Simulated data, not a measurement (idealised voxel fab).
The process module presented herein is designated voxel self aligned vias.
Each square cell in cross-section cut measures 5 nm, and the section as a whole is 210 nm wide.
The cross-sections in this document take the form of a grid made of square cells. They are written out as bands, in order from top to bottom. Each band consists of one or more rows of cells.
Look at the band entry: it leads with the top's height and the bottom's height in nm. Then it lists the materials left to right, with a width in nm for each. The word "everywhere" on a single material says that material fills the band edge to edge. The word "air" is empty space.
For the purposes of this specification, 0 denotes the height below which the wafer in its as-received condition is composed wholly of one material, and the lowermost band, lacking a lower limit, extends downward without end, as expressed in "0 nm and below".
Top row gets the first number, bottom row gets the second, and each row in between changes by the same step: that is how a band width like "30..40" works.
You'll sometimes find "nothing got changed" written for a step, and that's the way of saying that nowhere in the cross-section did a cell change during that step.
Closed-off voids of 8+ cells (no open route to the top) go in "Voids lacking openings", written width x height at distance from the left edge, in nm.
Where a step's line continues beyond its settings, the continuation is a remark by the simulator itself on that step.
On any step carrying a mask, the "overlay nm" setting, if present on the step's line, tells how far right of its planned place the mask lay; negative values point to the left.

plan
1 RECEIVE,material Si
2 CONFORMAL_DEP,material SiO2,thk nm 15
3 CONFORMAL_DEP,material SiCN,thk nm 5
4 DIRECTIONAL_DEP,material lowk,thk nm 25
5 PATTERN,tone open,mask id LINES,material resist,width nm 15,pitch nm 50,thk nm 20,overlay nm 0
6 DIRECTIONAL_ETCH,etch materials lowk,depth nm 25
7 STRIP,etch materials resist
8 CONFORMAL_DEP,material TiN,thk nm 5
9 FILL_DEP,material Ru,thk nm 5
10 CMP,height nm 45
11 SELECTIVE_ETCH,etch materials W Ru TiN,depth nm 5
12 FILL_DEP,material SiN,thk nm 10
13 CMP,height nm 45
14 DIRECTIONAL_DEP,material lowk,thk nm 15
15 PATTERN,tone open,mask id VIAS,material resist,width nm 35,pitch nm 100,thk nm 20,overlay nm 0
16 DIRECTIONAL_ETCH,etch materials lowk,depth nm 15
17 DIRECTIONAL_ETCH,etch materials SiN,depth nm 5
18 STRIP,etch materials resist
19 CONFORMAL_DEP,material TiN,thk nm 5
20 FILL_DEP,material Ru,thk nm 5
21 CMP,height nm 60
22 CONFORMAL_DEP,material SiN,thk nm 5
Heads up: all these wafers start the same, and what changes between them is the width nm in step 5. The value you see in the plan is just what the first wafer got.

Cross-sectional view of the first of several wafers in the as-received condition, corresponding to the state following step 1
    0 nm and below: Si everywhere
    Voids lacking openings: none

Basically each wafer gets a line in the table, showing it at the end of the module: material by material, the cells it gained (+) or lost (-) since we got it, then its closed voids
width nm 15; +31 Ru; +42 SiCN; +45 SiN; +126 SiO2; +53 TiN; +249 lowk; Voids lacking openings: none
width nm 20; +42 Ru; +42 SiCN; +46 SiN; +126 SiO2; +56 TiN; +234 lowk; Voids lacking openings: none
width nm 25; +53 Ru; +42 SiCN; +47 SiN; +126 SiO2; +59 TiN; +219 lowk; Voids lacking openings: none
width nm 30; +64 Ru; +42 SiCN; +48 SiN; +126 SiO2; +62 TiN; +204 lowk; Voids lacking openings: none
width nm 35; +75 Ru; +42 SiCN; +49 SiN; +126 SiO2; +65 TiN; +189 lowk; Voids lacking openings: none
